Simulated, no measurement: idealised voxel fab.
Documented hereafter: the process module known as voxel transistor to metal.
This is section cut - it's 185 nm across, gridded in 5 nm square cells.
Cross-sections here: square-cell grids, written as top-down lists of bands, a band being one or more rows of cells.
What a band's entry tells you: where the top is and where the bottom is, as heights in nm, and after that what lies inside, material by material from left to right, each with its width in nm. Empty space is written as the word "blank", and a single material marked with the word "edge to edge" occupies the band from edge to edge.
Basically, 0 is our baseline, since under it the wafer straight out of the box is all one material. The bottom band has no lower end and keeps on going down, so it looks like "0 -> down".
It should be noted that a width expressed as "30 to 40" varies in equal increments from row to row of cells within the band, taking the value of the first number at the top row and that of the second number at the bottom row.
Any step labelled "nothing got changed" changed none of the cells in the cross-section.
So "Cavities, closed" is basically the list of trapped voids: any empty space of 8 cells or more that can't reach the top through an opening. They're written width x height at distance, the distance being from the left edge, and it's all nm.
Whatever follows a step's settings on its line is a remark the simulator itself makes about that step.
The "overlay nm" setting may appear on a step's line; for a step that uses a mask, it gives how far to the right of its planned position the mask lay, and a negative value indicates the left.

[Planned step list for the process]
| 1 | RECEIVE, material Si |
| 2 | OXIDIZE, depth nm 5 |
| 3 | CONFORMAL_DEP, material SiN, thk nm 10 |
| 4 | PATTERN, tone cover, mask id ACTIVE, material resist, width nm 115, thk nm 15, overlay nm 0 |
| 5 | DIRECTIONAL_ETCH, etch materials SiN, depth nm 10 |
| 6 | DIRECTIONAL_ETCH, etch materials SiO2, depth nm 5 |
| 7 | DIRECTIONAL_ETCH, etch materials Si, depth nm 35 |
| 8 | STRIP, etch materials resist |
| 9 | OXIDIZE, depth nm 5 |
| 10 | FILL_DEP, material SiO2, thk nm 5 |
| 11 | CMP, height nm 10 |
| 12 | SELECTIVE_ETCH, etch materials SiO2, depth nm 5 |
| 13 | STRIP, etch materials SiN |
| 14 | SELECTIVE_ETCH, etch materials SiO2, depth nm 5 |
| 15 | OXIDIZE, depth nm 5 |
| 16 | DIRECTIONAL_DEP, material polySi, thk nm 25 |
| 17 | DIRECTIONAL_DEP, material SiCN, thk nm 10 |
| 18 | MASKED_ETCH, tone cover, mask id GATE, width nm 35, etch materials SiCN, depth nm 20, overlay nm 0 |
| 19 | MASKED_ETCH, tone cover, mask id GATE, width nm 35, etch materials polySi, depth nm 35, overlay nm 0 |
| 20 | CONFORMAL_DEP, material SiN, thk nm 10 |
| 21 | DIRECTIONAL_ETCH, etch materials SiN, depth nm 10 |
| 22 | DIRECTIONAL_ETCH, etch materials SiO2, depth nm 5 |
| 23 | DIRECTIONAL_ETCH, etch materials Si, depth nm 10 |
| 24 | EPI, material pSi, thk nm 15 |
| 25 | FILL_DEP, material SiO2, thk nm 5 |
| 26 | CMP, height nm 20 |
| 27 | STRIP, etch materials polySi |
| 28 | SELECTIVE_ETCH, etch materials SiO2, depth nm 5 |
| 29 | CONFORMAL_DEP, material HfO2, thk nm 5 |
| 30 | CONFORMAL_DEP, material TiN, thk nm 5 |
| 31 | FILL_DEP, material W, thk nm 5 |
| 32 | CMP, height nm 15 |
| 33 | DIRECTIONAL_DEP, material SiO2, thk nm 10 |
| 34 | DIRECTIONAL_DEP, material aC, thk nm 15 |
| 35 | PATTERN, tone open, mask id CONTACT, material resist, width nm 15, pitch nm 90, thk nm 35, overlay nm 0 |
| 36 | DIRECTIONAL_ETCH, etch materials aC, depth nm 15 |
| 37 | STRIP, etch materials resist |
| 38 | DIRECTIONAL_ETCH, etch materials SiO2, depth nm 30 |
| 39 | STRIP, etch materials aC |
| 40 | CONFORMAL_DEP, material TiN, thk nm 5 |
| 41 | FILL_DEP, material W, thk nm 10 |
| 42 | CMP, height nm 25 |
| 43 | DIRECTIONAL_DEP, material TiN, thk nm 5 |
| 44 | DIRECTIONAL_DEP, material Ru, thk nm 20 |
| 45 | MASKED_ETCH, tone cover, mask id METAL_1, width nm 15, pitch nm 90, etch materials Ru, depth nm 20, overlay nm 0 |
| 46 | MASKED_ETCH, tone cover, mask id METAL_1, width nm 15, pitch nm 90, etch materials TiN, depth nm 5, overlay nm 0 |
| 47 | CONFORMAL_DEP, material SiN, thk nm 5 |
| 48 | FILL_DEP, material SiO2, thk nm 10 |
| 49 | CMP, height nm 50 |
| 50 | CONFORMAL_DEP, material SiCN, thk nm 5 |

[The first wafer of two, processed as planned]

[Incoming wafer in cross-section (state: after step 1)]
* 0 -> down  Si edge to edge
* Cavities, closed: none

[The wafer, seen in cross-section, after step 2]
* 0 -> -5  SiO2 edge to edge
* Whatever lies below -5 is exactly as it was before.

[The wafer, seen in cross-section, after step 3]
* 10 -> 0  SiN edge to edge
* Whatever lies below 0 is exactly as it was before.

[The wafer, seen in cross-section, after step 4]
* 25 -> 10  blank (35); resist (115); blank (35)
* Whatever lies below 10 is exactly as it was before.

[The wafer, seen in cross-section, after step 5]
* 25 -> 10  blank (35); resist (115); blank (35)
* 10 -> 0  blank (35); SiN (115); blank (35)
* Whatever lies below 0 is exactly as it was before.

[The wafer, seen in cross-section, after step 6]
* 25 -> 10  blank (35); resist (115); blank (35)
* 10 -> 0  blank (35); SiN (115); blank (35)
* 0 -> -5  blank (35); SiO2 (115); blank (35)
* Whatever lies below -5 is exactly as it was before.

[The wafer, seen in cross-section, after step 7]
* 25 -> 10  blank (35); resist (115); blank (35)
* 10 -> 0  blank (35); SiN (115); blank (35)
* 0 -> -5  blank (35); SiO2 (115); blank (35)
* -5 -> -40  blank (35); Si (115); blank (35)
* Whatever lies below -40 is exactly as it was before.

[The wafer, seen in cross-section, after step 8]
* 10 -> 0  blank (35); SiN (115); blank (35)
* Whatever lies below 0 is exactly as it was before.

[The wafer, seen in cross-section, after step 9]
* 10 -> 0  blank (35); SiN (115); blank (35)
* 0 -> -5  blank (35); SiO2 (115); blank (35)
* -5 -> -40  blank (35); SiO2 (5); Si (105); SiO2 (5); blank (35)
* -40 -> -45  SiO2 (40); Si (105); SiO2 (40)
* Whatever lies below -45 is exactly as it was before.

[The wafer, seen in cross-section, after step 10]
* 15 -> 10  SiO2 edge to edge
* 10 -> 0  SiO2 (35); SiN (115); SiO2 (35)
* 0 -> -5  SiO2 edge to edge
* -5 -> -45  SiO2 (40); Si (105); SiO2 (40)
* Whatever lies below -45 is exactly as it was before.

[The wafer, seen in cross-section, after step 11]
* 10 -> 0  SiO2 (35); SiN (115); SiO2 (35)
* Whatever lies below 0 is exactly as it was before.

[The wafer, seen in cross-section, after step 12]
* 10 -> 5  blank (35); SiN (115); blank (35)
* Whatever lies below 5 is exactly as it was before.

[The wafer, seen in cross-section, after step 13]
* 5 -> 0  SiO2 (35); blank (115); SiO2 (35)
* Whatever lies below 0 is exactly as it was before.

[The wafer, seen in cross-section, after step 14]
* 0 -> -5  SiO2 (30); blank (125); SiO2 (30)
* Whatever lies below -5 is exactly as it was before.

[The wafer, seen in cross-section, after step 15]
* 0 -> -5  SiO2 (30); blank (125); SiO2 (30)
* -5 -> -10  SiO2 edge to edge
* Whatever lies below -10 is exactly as it was before.

[The wafer, seen in cross-section, after step 16]
* 25 -> 20  polySi (30); blank (125); polySi (30)
* 20 -> 0  polySi edge to edge
* 0 -> -5  SiO2 (30); polySi (125); SiO2 (30)
* Whatever lies below -5 is exactly as it was before.

[The wafer, seen in cross-section, after step 17]
* 35 -> 30  SiCN (30); blank (125); SiCN (30)
* 30 -> 25  SiCN edge to edge
* 25 -> 20  polySi (30); SiCN (125); polySi (30)
* Whatever lies below 20 is exactly as it was before.

[The wafer, seen in cross-section, after step 18]
* 30 -> 25  blank (75); SiCN (35); blank (75)
* 25 -> 20  polySi (30); blank (45); SiCN (35); blank (45); polySi (30)
* Whatever lies below 20 is exactly as it was before.

[The wafer, seen in cross-section, after step 19]
* 30 -> 20  blank (75); SiCN (35); blank (75)
* 20 -> 0  blank (75); polySi (35); blank (75)
* 0 -> -5  SiO2 (30); blank (45); polySi (35); blank (45); SiO2 (30)
* Whatever lies below -5 is exactly as it was before.

[The wafer, seen in cross-section, after step 20]
* 40 -> 30  blank (65); SiN (55); blank (65)
* 30 -> 20  blank (65); SiN (10); SiCN (35); SiN (10); blank (65)
* 20 -> 10  blank (65); SiN (10); polySi (35); SiN (10); blank (65)
* 10 -> 5  SiN (40); blank (25); SiN (10); polySi (35); SiN (10); blank (25); SiN (40)
* 5 -> 0  SiN (75); polySi (35); SiN (75)
* 0 -> -5  SiO2 (30); SiN (45); polySi (35); SiN (45); SiO2 (30)
* Whatever lies below -5 is exactly as it was before.

[The wafer, seen in cross-section, after step 21]
* 30 -> 20  blank (65); SiN (10); SiCN (35); SiN (10); blank (65)
* 20 -> 0  blank (65); SiN (10); polySi (35); SiN (10); blank (65)
* 0 -> -5  SiO2 (30); SiN (10); blank (25); SiN (10); polySi (35); SiN (10); blank (25); SiN (10); SiO2 (30)
* Whatever lies below -5 is exactly as it was before.

[The wafer, seen in cross-section, after step 22]
* 30 -> 20  blank (65); SiN (10); SiCN (35); SiN (10); blank (65)
* 20 -> 0  blank (65); SiN (10); polySi (35); SiN (10); blank (65)
* 0 -> -5  blank (30); SiN (10); blank (25); SiN (10); polySi (35); SiN (10); blank (25); SiN (10); blank (30)
* -5 -> -10  SiO2 (40); blank (25); SiO2 (55); blank (25); SiO2 (40)
* Whatever lies below -10 is exactly as it was before.

[The wafer, seen in cross-section, after step 23]
* 30 -> 20  blank (65); SiN (10); SiCN (35); SiN (10); blank (65)
* 20 -> 0  blank (65); SiN (10); polySi (35); SiN (10); blank (65)
* 0 -> -5  blank (30); SiN (10); blank (25); SiN (10); polySi (35); SiN (10); blank (25); SiN (10); blank (30)
* -5 -> -10  SiO2 (40); blank (25); SiO2 (55); blank (25); SiO2 (40)
* -10 -> -20  SiO2 (40); blank (25); Si (55); blank (25); SiO2 (40)
* Whatever lies below -20 is exactly as it was before.

[The wafer, seen in cross-section, after step 24]
* 30 -> 20  blank (65); SiN (10); SiCN (35); SiN (10); blank (65)
* 20 -> 5  blank (65); SiN (10); polySi (35); SiN (10); blank (65)
* 5 -> 0  blank (50); pSi (15); SiN (10); polySi (35); SiN (10); pSi (15); blank (50)
* 0 -> -5  blank (30); SiN (10); blank (10); pSi (15); SiN (10); polySi (35); SiN (10); pSi (15); blank (10); SiN (10); blank (30)
* -5 -> -10  SiO2 (40); pSi (25); SiO2 (55); pSi (25); SiO2 (40)
* -10 -> -20  SiO2 (40); pSi (25); Si (55); pSi (25); SiO2 (40)
* Whatever lies below -20 is exactly as it was before.

[The wafer, seen in cross-section, after step 25]
* 35 -> 30  SiO2 edge to edge
* 30 -> 20  SiO2 (65); SiN (10); SiCN (35); SiN (10); SiO2 (65)
* 20 -> 5  SiO2 (65); SiN (10); polySi (35); SiN (10); SiO2 (65)
* 5 -> 0  SiO2 (50); pSi (15); SiN (10); polySi (35); SiN (10); pSi (15); SiO2 (50)
* 0 -> -5  SiO2 (30); SiN (10); SiO2 (10); pSi (15); SiN (10); polySi (35); SiN (10); pSi (15); SiO2 (10); SiN (10); SiO2 (30)
* Whatever lies below -5 is exactly as it was before.

[The wafer, seen in cross-section, after step 26]
* 20 -> 5  SiO2 (65); SiN (10); polySi (35); SiN (10); SiO2 (65)
* Whatever lies below 5 is exactly as it was before.

[The wafer, seen in cross-section, after step 27]
* 20 -> 5  SiO2 (65); SiN (10); blank (35); SiN (10); SiO2 (65)
* 5 -> 0  SiO2 (50); pSi (15); SiN (10); blank (35); SiN (10); pSi (15); SiO2 (50)
* 0 -> -5  SiO2 (30); SiN (10); SiO2 (10); pSi (15); SiN (10); blank (35); SiN (10); pSi (15); SiO2 (10); SiN (10); SiO2 (30)
* Whatever lies below -5 is exactly as it was before.

[The wafer, seen in cross-section, after step 28]
* 20 -> 15  blank (65); SiN (10); blank (35); SiN (10); blank (65)
* 15 -> 5  SiO2 (65); SiN (10); blank (35); SiN (10); SiO2 (65)
* 5 -> 0  SiO2 (50); pSi (15); SiN (10); blank (35); SiN (10); pSi (15); SiO2 (50)
* 0 -> -5  SiO2 (30); SiN (10); SiO2 (10); pSi (15); SiN (10); blank (35); SiN (10); pSi (15); SiO2 (10); SiN (10); SiO2 (30)
* -5 -> -10  SiO2 (40); pSi (25); SiO2 (5); blank (45); SiO2 (5); pSi (25); SiO2 (40)
* Whatever lies below -10 is exactly as it was before.

[The wafer, seen in cross-section, after step 29]
* 25 -> 20  blank (60); HfO2 (20); blank (25); HfO2 (20); blank (60)
* 20 -> 15  HfO2 (65); SiN (10); HfO2 (5); blank (25); HfO2 (5); SiN (10); HfO2 (65)
* 15 -> 5  SiO2 (65); SiN (10); HfO2 (5); blank (25); HfO2 (5); SiN (10); SiO2 (65)
* 5 -> 0  SiO2 (50); pSi (15); SiN (10); HfO2 (5); blank (25); HfO2 (5); SiN (10); pSi (15); SiO2 (50)
* 0 -> -5  SiO2 (30); SiN (10); SiO2 (10); pSi (15); SiN (10); HfO2 (5); blank (25); HfO2 (5); SiN (10); pSi (15); SiO2 (10); SiN (10); SiO2 (30)
* -5 -> -10  SiO2 (40); pSi (25); SiO2 (5); HfO2 (45); SiO2 (5); pSi (25); SiO2 (40)
* Whatever lies below -10 is exactly as it was before.

[The wafer, seen in cross-section, after step 30]
* 30 -> 25  blank (55); TiN (30); blank (15); TiN (30); blank (55)
* 25 -> 20  TiN (60); HfO2 (20); TiN (5); blank (15); TiN (5); HfO2 (20); TiN (60)
* 20 -> 15  HfO2 (65); SiN (10); HfO2 (5); TiN (5); blank (15); TiN (5); HfO2 (5); SiN (10); HfO2 (65)
* 15 -> 5  SiO2 (65); SiN (10); HfO2 (5); TiN (5); blank (15); TiN (5); HfO2 (5); SiN (10); SiO2 (65)
* 5 -> 0  SiO2 (50); pSi (15); SiN (10); HfO2 (5); TiN (5); blank (15); TiN (5); HfO2 (5); SiN (10); pSi (15); SiO2 (50)
* 0 -> -5  SiO2 (30); SiN (10); SiO2 (10); pSi (15); SiN (10); HfO2 (5); TiN (25); HfO2 (5); SiN (10); pSi (15); SiO2 (10); SiN (10); SiO2 (30)
* Whatever lies below -5 is exactly as it was before.

[The wafer, seen in cross-section, after step 31]
* 35 -> 30  W edge to edge
* 30 -> 25  W (55); TiN (30); W (15); TiN (30); W (55)
* 25 -> 20  TiN (60); HfO2 (20); TiN (5); W (15); TiN (5); HfO2 (20); TiN (60)
* 20 -> 15  HfO2 (65); SiN (10); HfO2 (5); TiN (5); W (15); TiN (5); HfO2 (5); SiN (10); HfO2 (65)
* 15 -> 5  SiO2 (65); SiN (10); HfO2 (5); TiN (5); W (15); TiN (5); HfO2 (5); SiN (10); SiO2 (65)
* 5 -> 0  SiO2 (50); pSi (15); SiN (10); HfO2 (5); TiN (5); W (15); TiN (5); HfO2 (5); SiN (10); pSi (15); SiO2 (50)
* Whatever lies below 0 is exactly as it was before.

[The wafer, seen in cross-section, after step 32]
* 15 -> 5  SiO2 (65); SiN (10); HfO2 (5); TiN (5); W (15); TiN (5); HfO2 (5); SiN (10); SiO2 (65)
* Whatever lies below 5 is exactly as it was before.

[The wafer, seen in cross-section, after step 33]
* 25 -> 15  SiO2 edge to edge
* Whatever lies below 15 is exactly as it was before.

[The wafer, seen in cross-section, after step 34]
* 40 -> 25  aC edge to edge
* Whatever lies below 25 is exactly as it was before.

[The wafer, seen in cross-section, after step 35]
* 75 -> 40  resist (40); blank (15); resist (75); blank (15); resist (40)
* Whatever lies below 40 is exactly as it was before.

[The wafer, seen in cross-section, after step 36]
* 60 -> 40  resist (40); blank (15); resist (75); blank (15); resist (40)
* 40 -> 25  aC (40); blank (15); aC (75); blank (15); aC (40)
* Whatever lies below 25 is exactly as it was before.

[The wafer, seen in cross-section, after step 37]
* 40 -> 25  aC (40); blank (15); aC (75); blank (15); aC (40)
* Whatever lies below 25 is exactly as it was before.

[The wafer, seen in cross-section, after step 38]
* 40 -> 25  aC (40); blank (15); aC (75); blank (15); aC (40)
* 25 -> 15  SiO2 (40); blank (15); SiO2 (75); blank (15); SiO2 (40)
* 15 -> 5  SiO2 (40); blank (15); SiO2 (10); SiN (10); HfO2 (5); TiN (5); W (15); TiN (5); HfO2 (5); SiN (10); SiO2 (10); blank (15); SiO2 (40)
* 5 -> 0  SiO2 (40); blank (10); pSi (15); SiN (10); HfO2 (5); TiN (5); W (15); TiN (5); HfO2 (5); SiN (10); pSi (15); blank (10); SiO2 (40)
* 0 -> -5  SiO2 (30); SiN (10); blank (10); pSi (15); SiN (10); HfO2 (5); TiN (25); HfO2 (5); SiN (10); pSi (15); blank (10); SiN (10); SiO2 (30)
* Whatever lies below -5 is exactly as it was before.

[The wafer, seen in cross-section, after step 39]
* 25 -> 15  SiO2 (40); blank (15); SiO2 (75); blank (15); SiO2 (40)
* Whatever lies below 15 is exactly as it was before.

[The wafer, seen in cross-section, after step 40]
* 30 -> 25  TiN (45); blank (5); TiN (85); blank (5); TiN (45)
* 25 -> 15  SiO2 (40); TiN (5); blank (5); TiN (5); SiO2 (75); TiN (5); blank (5); TiN (5); SiO2 (40)
* 15 -> 10  SiO2 (40); TiN (5); blank (5); TiN (5); SiO2 (10); SiN (10); HfO2 (5); TiN (5); W (15); TiN (5); HfO2 (5); SiN (10); SiO2 (10); TiN (5); blank (5); TiN (5); SiO2 (40)
* 10 -> 5  SiO2 (40); TiN (15); SiO2 (10); SiN (10); HfO2 (5); TiN (5); W (15); TiN (5); HfO2 (5); SiN (10); SiO2 (10); TiN (15); SiO2 (40)
* 5 -> 0  SiO2 (40); TiN (10); pSi (15); SiN (10); HfO2 (5); TiN (5); W (15); TiN (5); HfO2 (5); SiN (10); pSi (15); TiN (10); SiO2 (40)
* 0 -> -5  SiO2 (30); SiN (10); TiN (10); pSi (15); SiN (10); HfO2 (5); TiN (25); HfO2 (5); SiN (10); pSi (15); TiN (10); SiN (10); SiO2 (30)
* Whatever lies below -5 is exactly as it was before.

[The wafer, seen in cross-section, after step 41]
* 40 -> 30  W edge to edge
* 30 -> 25  TiN (45); W (5); TiN (85); W (5); TiN (45)
* 25 -> 15  SiO2 (40); TiN (5); W (5); TiN (5); SiO2 (75); TiN (5); W (5); TiN (5); SiO2 (40)
* 15 -> 10  SiO2 (40); TiN (5); W (5); TiN (5); SiO2 (10); SiN (10); HfO2 (5); TiN (5); W (15); TiN (5); HfO2 (5); SiN (10); SiO2 (10); TiN (5); W (5); TiN (5); SiO2 (40)
* Whatever lies below 10 is exactly as it was before.

[The wafer, seen in cross-section, after step 42]
* 25 -> 15  SiO2 (40); TiN (5); W (5); TiN (5); SiO2 (75); TiN (5); W (5); TiN (5); SiO2 (40)
* Whatever lies below 15 is exactly as it was before.

[The wafer, seen in cross-section, after step 43]
* 30 -> 25  TiN edge to edge
* Whatever lies below 25 is exactly as it was before.

[The wafer, seen in cross-section, after step 44]
* 50 -> 30  Ru edge to edge
* Whatever lies below 30 is exactly as it was before.

[The wafer, seen in cross-section, after step 45]
* 50 -> 30  blank (40); Ru (15); blank (75); Ru (15); blank (40)
* Whatever lies below 30 is exactly as it was before.

[The wafer, seen in cross-section, after step 46]
* 50 -> 30  blank (40); Ru (15); blank (75); Ru (15); blank (40)
* 30 -> 25  blank (40); TiN (15); blank (75); TiN (15); blank (40)
* Whatever lies below 25 is exactly as it was before.

[The wafer, seen in cross-section, after step 47]
* 55 -> 50  blank (35); SiN (25); blank (65); SiN (25); blank (35)
* 50 -> 30  blank (35); SiN (5); Ru (15); SiN (5); blank (65); SiN (5); Ru (15); SiN (5); blank (35)
* 30 -> 25  SiN (40); TiN (15); SiN (75); TiN (15); SiN (40)
* Whatever lies below 25 is exactly as it was before.

[The wafer, seen in cross-section, after step 48]
* 65 -> 55  SiO2 edge to edge
* 55 -> 50  SiO2 (35); SiN (25); SiO2 (65); SiN (25); SiO2 (35)
* 50 -> 30  SiO2 (35); SiN (5); Ru (15); SiN (5); SiO2 (65); SiN (5); Ru (15); SiN (5); SiO2 (35)
* Whatever lies below 30 is exactly as it was before.

[The wafer, seen in cross-section, after step 49]
* 50 -> 30  SiO2 (35); SiN (5); Ru (15); SiN (5); SiO2 (65); SiN (5); Ru (15); SiN (5); SiO2 (35)
* Whatever lies below 30 is exactly as it was before.

[The wafer, seen in cross-section, after step 50]
* 55 -> 50  SiCN edge to edge
* Whatever lies below 50 is exactly as it was before.

[Second wafer: same start and same plan as the first, one execution error; identical to the first through step 22]

[Cross-section, second wafer, at the end time the plan gives for step 23]
* 30 -> 20  blank (75); SiCN (35); blank (75)
* 20 -> -5  blank (65); SiN (10); polySi (35); SiN (10); blank (65)
* Whatever lies below -5 is exactly as it was before.

[Cross-section, second wafer, at the end time the plan gives for step 24]
* 30 -> 20  blank (75); SiCN (35); blank (75)
* 20 -> 5  blank (65); SiN (10); polySi (35); SiN (10); blank (65)
* 5 -> -5  blank (30); pSi (35); SiN (10); polySi (35); SiN (10); pSi (35); blank (30)
* -5 -> -10  SiO2 (40); pSi (25); SiO2 (55); pSi (25); SiO2 (40)
* Whatever lies below -10 is exactly as it was before.

[Cross-section, second wafer, at the end time the plan gives for step 25]
* 35 -> 30  SiO2 edge to edge
* 30 -> 20  SiO2 (75); SiCN (35); SiO2 (75)
* 20 -> 5  SiO2 (65); SiN (10); polySi (35); SiN (10); SiO2 (65)
* 5 -> -5  SiO2 (30); pSi (35); SiN (10); polySi (35); SiN (10); pSi (35); SiO2 (30)
* Whatever lies below -5 is exactly as it was before.

[Cross-section, second wafer, at the end time the plan gives for step 26]
* 20 -> 5  SiO2 (65); SiN (10); polySi (35); SiN (10); SiO2 (65)
* Whatever lies below 5 is exactly as it was before.

[Cross-section, second wafer, at the end time the plan gives for step 27]
* 20 -> 5  SiO2 (65); SiN (10); blank (35); SiN (10); SiO2 (65)
* 5 -> -5  SiO2 (30); pSi (35); SiN (10); blank (35); SiN (10); pSi (35); SiO2 (30)
* Whatever lies below -5 is exactly as it was before.

[Cross-section, second wafer, at the end time the plan gives for step 28]
* 20 -> 15  blank (65); SiN (10); blank (35); SiN (10); blank (65)
* 15 -> 5  SiO2 (65); SiN (10); blank (35); SiN (10); SiO2 (65)
* 5 -> -5  SiO2 (30); pSi (35); SiN (10); blank (35); SiN (10); pSi (35); SiO2 (30)
* -5 -> -10  SiO2 (40); pSi (25); SiO2 (5); blank (45); SiO2 (5); pSi (25); SiO2 (40)
* Whatever lies below -10 is exactly as it was before.

[Cross-section, second wafer, at the end time the plan gives for step 29]
* 25 -> 20  blank (60); HfO2 (20); blank (25); HfO2 (20); blank (60)
* 20 -> 15  HfO2 (65); SiN (10); HfO2 (5); blank (25); HfO2 (5); SiN (10); HfO2 (65)
* 15 -> 5  SiO2 (65); SiN (10); HfO2 (5); blank (25); HfO2 (5); SiN (10); SiO2 (65)
* 5 -> -5  SiO2 (30); pSi (35); SiN (10); HfO2 (5); blank (25); HfO2 (5); SiN (10); pSi (35); SiO2 (30)
* -5 -> -10  SiO2 (40); pSi (25); SiO2 (5); HfO2 (45); SiO2 (5); pSi (25); SiO2 (40)
* Whatever lies below -10 is exactly as it was before.

[Cross-section, second wafer, at the end time the plan gives for step 30]
* 30 -> 25  blank (55); TiN (30); blank (15); TiN (30); blank (55)
* 25 -> 20  TiN (60); HfO2 (20); TiN (5); blank (15); TiN (5); HfO2 (20); TiN (60)
* 20 -> 15  HfO2 (65); SiN (10); HfO2 (5); TiN (5); blank (15); TiN (5); HfO2 (5); SiN (10); HfO2 (65)
* 15 -> 5  SiO2 (65); SiN (10); HfO2 (5); TiN (5); blank (15); TiN (5); HfO2 (5); SiN (10); SiO2 (65)
* 5 -> 0  SiO2 (30); pSi (35); SiN (10); HfO2 (5); TiN (5); blank (15); TiN (5); HfO2 (5); SiN (10); pSi (35); SiO2 (30)
* 0 -> -5  SiO2 (30); pSi (35); SiN (10); HfO2 (5); TiN (25); HfO2 (5); SiN (10); pSi (35); SiO2 (30)
* Whatever lies below -5 is exactly as it was before.

[Cross-section, second wafer, at the end time the plan gives for step 31]
* 35 -> 30  W edge to edge
* 30 -> 25  W (55); TiN (30); W (15); TiN (30); W (55)
* 25 -> 20  TiN (60); HfO2 (20); TiN (5); W (15); TiN (5); HfO2 (20); TiN (60)
* 20 -> 15  HfO2 (65); SiN (10); HfO2 (5); TiN (5); W (15); TiN (5); HfO2 (5); SiN (10); HfO2 (65)
* 15 -> 5  SiO2 (65); SiN (10); HfO2 (5); TiN (5); W (15); TiN (5); HfO2 (5); SiN (10); SiO2 (65)
* 5 -> 0  SiO2 (30); pSi (35); SiN (10); HfO2 (5); TiN (5); W (15); TiN (5); HfO2 (5); SiN (10); pSi (35); SiO2 (30)
* Whatever lies below 0 is exactly as it was before.

[Cross-section, second wafer, at the end time the plan gives for step 32]
* 15 -> 5  SiO2 (65); SiN (10); HfO2 (5); TiN (5); W (15); TiN (5); HfO2 (5); SiN (10); SiO2 (65)
* Whatever lies below 5 is exactly as it was before.

[Cross-section, second wafer, at the end time the plan gives for step 33]
* 25 -> 15  SiO2 edge to edge
* Whatever lies below 15 is exactly as it was before.

[Cross-section, second wafer, at the end time the plan gives for step 34]
* 40 -> 25  aC edge to edge
* Whatever lies below 25 is exactly as it was before.

[Cross-section, second wafer, at the end time the plan gives for step 35]
* 75 -> 40  resist (40); blank (15); resist (75); blank (15); resist (40)
* Whatever lies below 40 is exactly as it was before.

[Cross-section, second wafer, at the end time the plan gives for step 36]
* 60 -> 40  resist (40); blank (15); resist (75); blank (15); resist (40)
* 40 -> 25  aC (40); blank (15); aC (75); blank (15); aC (40)
* Whatever lies below 25 is exactly as it was before.

[Cross-section, second wafer, at the end time the plan gives for step 37]
* 40 -> 25  aC (40); blank (15); aC (75); blank (15); aC (40)
* Whatever lies below 25 is exactly as it was before.

[Cross-section, second wafer, at the end time the plan gives for step 38]
* 40 -> 25  aC (40); blank (15); aC (75); blank (15); aC (40)
* 25 -> 15  SiO2 (40); blank (15); SiO2 (75); blank (15); SiO2 (40)
* 15 -> 5  SiO2 (40); blank (15); SiO2 (10); SiN (10); HfO2 (5); TiN (5); W (15); TiN (5); HfO2 (5); SiN (10); SiO2 (10); blank (15); SiO2 (40)
* Whatever lies below 5 is exactly as it was before.

[Cross-section, second wafer, at the end time the plan gives for step 39]
* 25 -> 15  SiO2 (40); blank (15); SiO2 (75); blank (15); SiO2 (40)
* Whatever lies below 15 is exactly as it was before.

[Cross-section, second wafer, at the end time the plan gives for step 40]
* 30 -> 25  TiN (45); blank (5); TiN (85); blank (5); TiN (45)
* 25 -> 15  SiO2 (40); TiN (5); blank (5); TiN (5); SiO2 (75); TiN (5); blank (5); TiN (5); SiO2 (40)
* 15 -> 10  SiO2 (40); TiN (5); blank (5); TiN (5); SiO2 (10); SiN (10); HfO2 (5); TiN (5); W (15); TiN (5); HfO2 (5); SiN (10); SiO2 (10); TiN (5); blank (5); TiN (5); SiO2 (40)
* 10 -> 5  SiO2 (40); TiN (15); SiO2 (10); SiN (10); HfO2 (5); TiN (5); W (15); TiN (5); HfO2 (5); SiN (10); SiO2 (10); TiN (15); SiO2 (40)
* Whatever lies below 5 is exactly as it was before.

[Cross-section, second wafer, at the end time the plan gives for step 41]
* 40 -> 30  W edge to edge
* 30 -> 25  TiN (45); W (5); TiN (85); W (5); TiN (45)
* 25 -> 15  SiO2 (40); TiN (5); W (5); TiN (5); SiO2 (75); TiN (5); W (5); TiN (5); SiO2 (40)
* 15 -> 10  SiO2 (40); TiN (5); W (5); TiN (5); SiO2 (10); SiN (10); HfO2 (5); TiN (5); W (15); TiN (5); HfO2 (5); SiN (10); SiO2 (10); TiN (5); W (5); TiN (5); SiO2 (40)
* Whatever lies below 10 is exactly as it was before.

[Cross-section, second wafer, at the end time the plan gives for step 42]
* 25 -> 15  SiO2 (40); TiN (5); W (5); TiN (5); SiO2 (75); TiN (5); W (5); TiN (5); SiO2 (40)
* Whatever lies below 15 is exactly as it was before.

[Cross-section, second wafer, at the end time the plan gives for step 43]
* 30 -> 25  TiN edge to edge
* Whatever lies below 25 is exactly as it was before.

[Cross-section, second wafer, at the end time the plan gives for step 44]
* 50 -> 30  Ru edge to edge
* Whatever lies below 30 is exactly as it was before.

[Cross-section, second wafer, at the end time the plan gives for step 45]
* 50 -> 30  blank (40); Ru (15); blank (75); Ru (15); blank (40)
* Whatever lies below 30 is exactly as it was before.

[Cross-section, second wafer, at the end time the plan gives for step 46]
* 50 -> 30  blank (40); Ru (15); blank (75); Ru (15); blank (40)
* 30 -> 25  blank (40); TiN (15); blank (75); TiN (15); blank (40)
* Whatever lies below 25 is exactly as it was before.

[Cross-section, second wafer, at the end time the plan gives for step 47]
* 55 -> 50  blank (35); SiN (25); blank (65); SiN (25); blank (35)
* 50 -> 30  blank (35); SiN (5); Ru (15); SiN (5); blank (65); SiN (5); Ru (15); SiN (5); blank (35)
* 30 -> 25  SiN (40); TiN (15); SiN (75); TiN (15); SiN (40)
* Whatever lies below 25 is exactly as it was before.

[Cross-section, second wafer, at the end time the plan gives for step 48]
* 65 -> 55  SiO2 edge to edge
* 55 -> 50  SiO2 (35); SiN (25); SiO2 (65); SiN (25); SiO2 (35)
* 50 -> 30  SiO2 (35); SiN (5); Ru (15); SiN (5); SiO2 (65); SiN (5); Ru (15); SiN (5); SiO2 (35)
* Whatever lies below 30 is exactly as it was before.

[Cross-section, second wafer, at the end time the plan gives for step 49]
* 50 -> 30  SiO2 (35); SiN (5); Ru (15); SiN (5); SiO2 (65); SiN (5); Ru (15); SiN (5); SiO2 (35)
* Whatever lies below 30 is exactly as it was before.

[Cross-section, second wafer, at the end time the plan gives for step 50]
* 55 -> 50  SiCN edge to edge
* Whatever lies below 50 is exactly as it was before.
Diagnosis: for step 23, the planned setting was not used; the step was instead run as DIRECTIONAL_ETCH, etch materials SiN, depth nm 10
Counted in cells at the end, the second wafer holds more or fewer of these materials than the first: +20 Si; -4 SiN; -4 SiO2; -8 TiN; -4 pSi
